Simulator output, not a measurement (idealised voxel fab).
voxel trench capacitor: a process module
The figure presents cross-section cut, which has a width of 150 nm and is divided into square cells with an edge length of 5 nm.
Throughout this document, each cross-section is represented as a grid of square cells and is presented as a sequence of bands enumerated from the top downward, where a band comprises one or more rows of cells. Each band's line starts with the height of the band's top and of its bottom, in nm. Then come its materials from left to right, each with its width in nm. One material with "full width" fills the band from edge to edge. "empty" is empty space. Ref level 0: as-received wafer is one material below here. Bottom band extends down with no lower bound ("0 down"). Width "30 to 40": first value at the band's top row of cells, second value at its bottom row, equal change from row to row. "changes: none" for a step: no cell of the cross-section changed in that step. Closed-off voids of 8+ cells (no open route to the top) go in "Sealed void inventory", written width x height at distance from the left edge, in nm. Note: text after step settings on the step line = simulator remark on that step. overlay nm: on a step with a mask, how far right of its planned place the mask lay; negative means left.
Below is the list of planned process steps:
1. RECEIVE, material Si
2. CONFORMAL_DEP, material SiN, thk nm 5
3. PATTERN, tone open, mask id TRENCH, material resist, width nm 20, pitch nm 40, thk nm 15, overlay nm 0
4. DIRECTIONAL_ETCH, etch materials SiN, depth nm 5
5. DIRECTIONAL_ETCH, etch materials Si, depth nm 35
6. STRIP, etch materials resist
7. CONFORMAL_DEP, material SiO2, thk nm 5
8. FILL_DEP, material polySi, thk nm 5
9. CMP, height nm 5
Received-state cross-section, reflecting completion of step 1:
    0 down = Si full width
    Sealed void inventory: none
Run as planned - first of the two wafers cross-sectioned at the end of the module:
    5 to 0 = 25 of SiN / 5 of SiO2 / 10 of polySi / 5 of SiO2 / 20 of SiN / 5 of SiO2 / 10 of polySi / 5 of SiO2 / 20 of SiN / 5 of SiO2 / 10 of polySi / 5 of SiO2 / 25 of SiN
    0 to -30 = 25 of Si / 5 of SiO2 / 10 of polySi / 5 of SiO2 / 20 of Si / 5 of SiO2 / 10 of polySi / 5 of SiO2 / 20 of Si / 5 of SiO2 / 10 of polySi / 5 of SiO2 / 25 of Si
    -30 to -35 = 25 of Si / 20 of SiO2 / 20 of Si / 20 of SiO2 / 20 of Si / 20 of SiO2 / 25 of Si
    -35 down = Si full width
    Sealed void inventory: none
Wafer two, end of module, cross-section. Same start, same plan as wafer one. One mistake in the run:
    5 to 0 = 20 of SiN / 5 of SiO2 / 10 of polySi / 5 of SiO2 / 20 of SiN / 5 of SiO2 / 10 of polySi / 5 of SiO2 / 20 of SiN / 5 of SiO2 / 10 of polySi / 5 of SiO2 / 30 of SiN
    0 to -30 = 20 of Si / 5 of SiO2 / 10 of polySi / 5 of SiO2 / 20 of Si / 5 of SiO2 / 10 of polySi / 5 of SiO2 / 20 of Si / 5 of SiO2 / 10 of polySi / 5 of SiO2 / 30 of Si
    -30 to -35 = 20 of Si / 20 of SiO2 / 20 of Si / 20 of SiO2 / 20 of Si / 20 of SiO2 / 30 of Si
    -35 down = Si full width
    Sealed void inventory: none
Deviation noted in wafer processing: for step 3, the planned setting was not used; the step was instead run as PATTERN, tone open, mask id TRENCH, material resist, width nm 20, pitch nm 40, thk nm 15, overlay nm -5
Heads up: at the end the two wafers have identical cell counts per material, they're just laid out differently.
